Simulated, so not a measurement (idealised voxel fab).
Presented below is a process module, voxel ribs on slabs.
This is section cut - it's 150 nm across, gridded in 5 nm square cells.
A cross-section is written here as square cells arranged in a grid, and it is given in bands from the top down, each band taking up one or more rows of cells.
This entry defines a band. It first specifies the height of the band's top and the height of its bottom in nm, and then specifies the band's materials from left to right, stating each material with its width in nm. The word "edge to edge" identifies a single material that fills the band from edge to edge, while the word "blank" identifies empty space.
Zero point of the height axis is 0; under it, received wafer = one material. Lowest band: continues down indefinitely, "0..down".
Top row gets the first number, bottom row gets the second, and each row in between changes by the same step: that is how a band width like "30..40" works.
It should be understood that the words "no modification", when stated for a given step, signify that the cross-section underwent no change in any of its cells during that step.
Heads up: "Completely enclosed voids" only lists the empty pockets with no open path to the top that are 8 cells or more, and it writes them as width x height at distance, distance from the left edge, in nm.
It should be noted that, on the line of a given step, the content following the step's settings is a remark produced by the simulator itself with respect to that step.
What "overlay nm" on a step's line means: if the step has a mask, that mask lay this far to the right of its planned place, or, when the value is negative, to the left.

INTENDED PROCESS STEPS
1) RECEIVE,material Si
2) DIRECTIONAL_DEP,material SiO2,thk nm 20
3) DIRECTIONAL_DEP,material SiN,thk nm 25
4) MASKED_ETCH,tone cover,mask id RIB,width nm 25,etch materials SiN,depth nm 15,overlay nm 0
5) MASKED_ETCH,tone cover,mask id SLAB,width nm 75,etch materials SiN,depth nm 10,overlay nm 0
6) FILL_DEP,material SiO2,thk nm 15
7) CMP,height nm 55
8) DIRECTIONAL_DEP,material W,thk nm 10
9) DIRECTIONAL_DEP,material aC,thk nm 15
10) PATTERN,tone cover,mask id HEATER,material resist,width nm 25,thk nm 30,overlay nm 0
11) DIRECTIONAL_ETCH,etch materials aC,depth nm 15
12) STRIP,etch materials resist
13) DIRECTIONAL_ETCH,etch materials W,depth nm 10
14) STRIP,etch materials aC
15) CONFORMAL_DEP,material SiO2,thk nm 5
Wafer-to-wafer difference: width nm, step 10. Common start. Plan = first wafer's value.

STEP 1 COMPLETE: AS-RECEIVED CROSS-SECTION OF THE FIRST OF SEVERAL WAFERS
0..down: Si edge to edge
Completely enclosed voids: none

BELOW IS A PER-WAFER TABLE. IN IT, EACH ROW DESCRIBES THE WAFER AT THE END OF THE MODULE BY GIVING, FOR EACH MATERIAL, THE NUMBER OF CELLS GAINED (+) OR LOST (-) SINCE THE WAFER WAS RECEIVED, AND AFTER THAT THE CLOSED VOIDS OF THE WAFER
width nm 25; +45 SiN; +319 SiO2; +10 W; Completely enclosed voids: none
width nm 30; +45 SiN; +319 SiO2; +12 W; Completely enclosed voids: none
width nm 35; +45 SiN; +319 SiO2; +14 W; Completely enclosed voids: none
width nm 40; +45 SiN; +319 SiO2; +16 W; Completely enclosed voids: none
width nm 45; +45 SiN; +319 SiO2; +18 W; Completely enclosed voids: none
width nm 50; +45 SiN; +319 SiO2; +20 W; Completely enclosed voids: none
